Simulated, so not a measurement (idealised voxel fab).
This is a process module. Its name is voxel self aligned vias.
cross-section cut | 240 nm wide | cells 5 nm
Reading order for cross-sections: top band down to bottom band. Underlying form: a grid of square cells. Band size: one or more rows of cells.
First you get the band's top height and its bottom height, in nm, and then the materials it's made of, left to right, with each width in nm. If you see a single material with "all across", that one covers the band edge to edge. "blank" is empty space.
Where do heights start? At 0: under that level the wafer as delivered is made of one material only. And the lowest band has no floor; it just carries on downward, as in "z 0 and below".
Width: "30..40" (first number = top row, second number = bottom row, same change from row to row of cells).
Where a step carries "no change", the cross-section came out of it unchanged, cell for cell.
Entry "Unvented voids". Content: empty spaces with no open connection to the top, size 8 cells or greater. Each: width x height at distance. Distance: from left edge. Unit: nm.
Anything after a step's settings on that line? It's the simulator's own note about the step.
Steps that use a mask can have "overlay nm" on their line. It says how far the mask sat to the right of where it was meant to be. Negative means to the left.
The planned process steps are enumerated hereunder:
1) RECEIVE | material Si
2) CONFORMAL_DEP | material SiO2 | thk nm 10
3) CONFORMAL_DEP | material SiCN | thk nm 5
4) DIRECTIONAL_DEP | material lowk | thk nm 25
5) PATTERN | tone open | mask id LINES | material resist | width nm 25 | pitch nm 60 | thk nm 20 | overlay nm 0
6) DIRECTIONAL_ETCH | etch materials lowk | depth nm 25
7) STRIP | etch materials resist
8) CONFORMAL_DEP | material TiN | thk nm 5
9) FILL_DEP | material W | thk nm 5
10) CMP | height nm 40
11) SELECTIVE_ETCH | etch materials W Ru TiN | depth nm 10
12) FILL_DEP | material SiN | thk nm 10
13) CMP | height nm 40
14) DIRECTIONAL_DEP | material lowk | thk nm 20
15) DIRECTIONAL_DEP | material aC | thk nm 10
16) PATTERN | tone open | mask id VIAS | material resist | width nm 45 | pitch nm 120 | thk nm 30 | overlay nm 0
17) DIRECTIONAL_ETCH | etch materials aC | depth nm 10
18) STRIP | etch materials resist
19) DIRECTIONAL_ETCH | etch materials lowk | depth nm 20
20) DIRECTIONAL_ETCH | etch materials SiN | depth nm 10
21) STRIP | etch materials aC
22) CONFORMAL_DEP | material TiN | thk nm 5
23) FILL_DEP | material Cu | thk nm 5
24) CMP | height nm 60
25) CONFORMAL_DEP | material SiN | thk nm 5
Here's what the wafer looked like in cross-section when it arrived - that's after step 1:
> z 0 and below = Si all across
> Unvented voids: none
Module complete - cross-section of the first of two wafers, run according to plan:
> z 65 to 60 = SiN all across
> z 60 to 45 = 35 of lowk, then 5 of TiN, then 35 of Cu, then 5 of TiN, then 75 of lowk, then 5 of TiN, then 35 of Cu, then 5 of TiN, then 40 of lowk
> z 45 to 40 = 35 of lowk, then 15 of TiN, then 15 of Cu, then 15 of TiN, then 75 of lowk, then 15 of TiN, then 15 of Cu, then 15 of TiN, then 40 of lowk
> z 40 to 35 = 45 of lowk, then 5 of TiN, then 15 of Cu, then 5 of TiN, then 35 of lowk, then 25 of SiN, then 35 of lowk, then 5 of TiN, then 15 of Cu, then 5 of TiN, then 50 of lowk
> z 35 to 30 = 45 of lowk, then 25 of TiN, then 35 of lowk, then 25 of SiN, then 35 of lowk, then 25 of TiN, then 50 of lowk
> z 30 to 20 = 45 of lowk, then 5 of TiN, then 15 of W, then 5 of TiN, then 35 of lowk, then 5 of TiN, then 15 of W, then 5 of TiN, then 35 of lowk, then 5 of TiN, then 15 of W, then 5 of TiN, then 50 of lowk
> z 20 to 15 = 45 of lowk, then 25 of TiN, then 35 of lowk, then 25 of TiN, then 35 of lowk, then 25 of TiN, then 50 of lowk
> z 15 to 10 = SiCN all across
> z 10 to 0 = SiO2 all across
> z 0 and below = Si all across
> Unvented voids: none
End-of-module cross-section of the second wafer: identical starting point and process plan to the first, with one processing mistake:
> z 65 to 60 = SiN all across
> z 60 to 45 = 35 of lowk, then 5 of TiN, then 35 of Cu, then 5 of TiN, then 75 of lowk, then 5 of TiN, then 35 of Cu, then 5 of TiN, then 40 of lowk
> z 45 to 40 = 35 of lowk, then 15 of TiN, then 15 of Cu, then 15 of TiN, then 75 of lowk, then 15 of TiN, then 15 of Cu, then 15 of TiN, then 40 of lowk
> z 40 to 30 = 45 of lowk, then 5..10 of TiN, then 15..5 of Cu, then 5..10 of TiN, then 35 of lowk, then 5 of SiN, then 15 of aC, then 5 of SiN, then 35 of lowk, then 5..10 of TiN, then 15..5 of Cu, then 5..10 of TiN, then 50 of lowk
> z 30 to 25 = 45 of lowk, then 10 of TiN, then 5 of Cu, then 10 of TiN, then 35 of lowk, then 5 of TiN, then 15 of aC, then 5 of TiN, then 35 of lowk, then 10 of TiN, then 5 of Cu, then 10 of TiN, then 50 of lowk
> z 25 to 20 = 45 of lowk, then 25 of TiN, then 35 of lowk, then 5 of TiN, then 15 of aC, then 5 of TiN, then 35 of lowk, then 25 of TiN, then 50 of lowk
> z 20 to 15 = 45 of lowk, then 25 of TiN, then 35 of lowk, then 25 of TiN, then 35 of lowk, then 25 of TiN, then 50 of lowk
> z 15 to 10 = SiCN all across
> z 10 to 0 = SiO2 all across
> z 0 and below = Si all across
> Unvented voids: none
Finding, execution versus plan: the process deviated at step 9: the operation and settings actually run there were FILL_DEP | material aC | thk nm 5
Looking at both finished wafers in cells, the second ends up ahead of or behind the first on some materials: 4 more of Cu | 6 fewer of SiN | 8 more of TiN | 18 fewer of W | 12 more of aC
